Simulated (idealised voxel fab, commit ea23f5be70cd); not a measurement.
Process module in this document: voxel ribs on slabs
We display cut, a cross-section 285 nm in width whose square cells are each 5 nm.
Bands, listed from the top down, are how a cross-section gets written in this document; the cross-section itself is a grid of square cells, and a band is one or more rows of them.
First you get the band's top height and its bottom height, in nm, and then the materials it's made of, left to right, with each width in nm. If you see a single material with "everywhere", that one covers the band edge to edge. "blank" is empty space.
Below 0: as-received wafer, all one material; heights counted from there. Lowest band: no bottom, goes on down, written "0 nm and below".
With a width like "30..40", each row of cells in the band differs from the next by the same amount, the top row carrying the first number and the bottom row the second.
You'll sometimes find "no change" written for a step, and that's the way of saying that nowhere in the cross-section did a cell change during that step.
In the "Closed void entries" entry, you get each enclosed empty space of 8 cells or more, one with no open way to the top, written width x height at distance, distance from the left edge, in nm.
Anything after a step's settings on that line? It's the simulator's own note about the step.
A step's line can hold "overlay nm"; with a mask on that step, the setting says how far right of the planned place the mask lay, while a negative setting says it lay to the left.
These are the steps we planned for the process
1. RECEIVE | material Si
2. DIRECTIONAL_DEP | material SiO2 | thk nm 20
3. DIRECTIONAL_DEP | material polySi | thk nm 25
4. DIRECTIONAL_DEP | material aC | thk nm 15
5. PATTERN | tone cover | mask id RIB | material resist | width nm 20 | thk nm 35 | overlay nm 0
6. DIRECTIONAL_ETCH | etch materials aC | depth nm 15
7. STRIP | etch materials resist
8. DIRECTIONAL_ETCH | etch materials polySi | depth nm 20
9. STRIP | etch materials aC
10. MASKED_ETCH | tone cover | mask id SLAB | width nm 60 | etch materials polySi | depth nm 5 | overlay nm 0
11. FILL_DEP | material SiO2 | thk nm 25
12. CMP | height nm 60
13. DIRECTIONAL_DEP | material W | thk nm 10
14. DIRECTIONAL_DEP | material aC | thk nm 15
15. PATTERN | tone cover | mask id HEATER | material resist | width nm 30 | thk nm 35 | overlay nm 0
16. DIRECTIONAL_ETCH | etch materials aC | depth nm 15
17. STRIP | etch materials resist
18. DIRECTIONAL_ETCH | etch materials W | depth nm 10
19. STRIP | etch materials aC
20. CONFORMAL_DEP | material SiO2 | thk nm 10
As-received wafer cross-section (after step 1)
	0 nm and below  Si everywhere
	Closed void entries: none
First of two wafers, end-of-module section, run followed plan
	80 nm to 70 nm  115 nm blank | 50 nm SiO2 | 120 nm blank
	70 nm to 60 nm  125 nm SiO2 | 30 nm W | 130 nm SiO2
	60 nm to 45 nm  SiO2 everywhere
	45 nm to 25 nm  130 nm SiO2 | 20 nm polySi | 135 nm SiO2
	25 nm to 20 nm  110 nm SiO2 | 60 nm polySi | 115 nm SiO2
	20 nm to 0 nm  SiO2 everywhere
	0 nm and below  Si everywhere
	Closed void entries: none
Wafer two, sectioned after the module: the first wafer's start, the first wafer's plan, and one mistake in how it was run
	80 nm to 70 nm  115 nm blank | 50 nm SiO2 | 120 nm blank
	70 nm to 60 nm  125 nm SiO2 | 30 nm W | 130 nm SiO2
	60 nm to 50 nm  130 nm SiO2 | 20 nm polySi | 135 nm SiO2
	50 nm to 45 nm  110 nm SiO2 | 60 nm polySi | 115 nm SiO2
	45 nm to 20 nm  polySi everywhere
	20 nm to 0 nm  SiO2 everywhere
	0 nm and below  Si everywhere
	Closed void entries: none
What broke from the plan during processing? step 3 of the plan was twice carried out
Heads up, by the end the second wafer has more or fewer cells of some materials compared to the first: SiO2 -277, polySi +277
